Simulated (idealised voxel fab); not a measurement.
A process module follows: voxel ribs on slabs.
Square cell edge 5 nm, section width 165 nm, ID cut.
A cross-section is a grid of square cells, given in bands from the top down. A band is one or more rows of cells.
Each band's line starts with the height of the band's top and of its bottom, in nm. Then come its materials from left to right, each with its width in nm. One material with "full width" fills the band from edge to edge. "air" is empty space.
Note: height 0 marks the level under which the wafer is uniformly one material as received. Lowest band unbounded below, written "0 down".
Top row gets the first number, bottom row gets the second, and each row in between changes by the same step: that is how a band width like "30..40" works.
You'll sometimes find "same as before" written for a step, and that's the way of saying that nowhere in the cross-section did a cell change during that step.
Empty spaces without an open route to the top, at least 8 cells in extent, make up the entry "Enclosed cavities"; each is given as width x height at distance, where the distance is measured from the left edge, and all are in nm.
What comes after the settings on a step's line is commentary from the simulator itself on that step.
overlay nm: mask offset rightward from planned place, masked step; negative means leftward offset.
Process steps (planned):
1: RECEIVE with material Si
2: DIRECTIONAL_DEP with material SiO2, thk nm 20
3: DIRECTIONAL_DEP with material SiN, thk nm 20
4: PATTERN with tone cover, mask id RIB, material resist, width nm 30, thk nm 15, overlay nm 0
5: DIRECTIONAL_ETCH with etch materials SiN, depth nm 5
6: STRIP with etch materials resist
7: PATTERN with tone cover, mask id SLAB, material resist, width nm 70, thk nm 20, overlay nm 0
8: DIRECTIONAL_ETCH with etch materials SiN, depth nm 15
9: STRIP with etch materials resist
10: FILL_DEP with material SiO2, thk nm 25
11: CMP with height nm 60
12: DIRECTIONAL_DEP with material W, thk nm 5
13: PATTERN with tone cover, mask id HEATER, material resist, width nm 40, thk nm 15, overlay nm 0
14: DIRECTIONAL_ETCH with etch materials W, depth nm 5
15: STRIP with etch materials resist
16: CONFORMAL_DEP with material SiN, thk nm 5
Cross-section of the wafer as it came to us, i.e., already through step 1:
  0 down  Si full width
  Enclosed cavities: none
Wafer cross-section at module end: first of two, run to plan:
  70 to 65  air 55 | SiN 50 | air 60
  65 to 60  SiN 60 | W 40 | SiN 65
  60 to 40  SiO2 full width
  40 to 35  SiO2 65 | SiN 30 | SiO2 70
  35 to 20  SiO2 45 | SiN 70 | SiO2 50
  20 to 0  SiO2 full width
  0 down  Si full width
  Enclosed cavities: none
Cross-section at end of module for the second wafer of two, which matched the first in starting point and plan and differed by one mistake in its processing:
  70 to 65  air 55 | SiN 50 | air 60
  65 to 60  SiN 60 | W 40 | SiN 65
  60 to 40  SiO2 full width
  40 to 35  SiO2 65 | SiN 35 | SiO2 65
  35 to 20  SiO2 45 | SiN 70 | SiO2 50
  20 to 0  SiO2 full width
  0 down  Si full width
  Enclosed cavities: none
It is concluded that the wafer was processed incorrectly with respect to the plan, in that for step 4, the planned setting was not used; the step was instead run as PATTERN with tone cover, mask id RIB, material resist, width nm 35, thk nm 15, overlay nm 0
Upon completion, the second wafer contains, in terms of cells, a greater or smaller amount of certain materials than the first wafer: +1 SiN, -1 SiO2
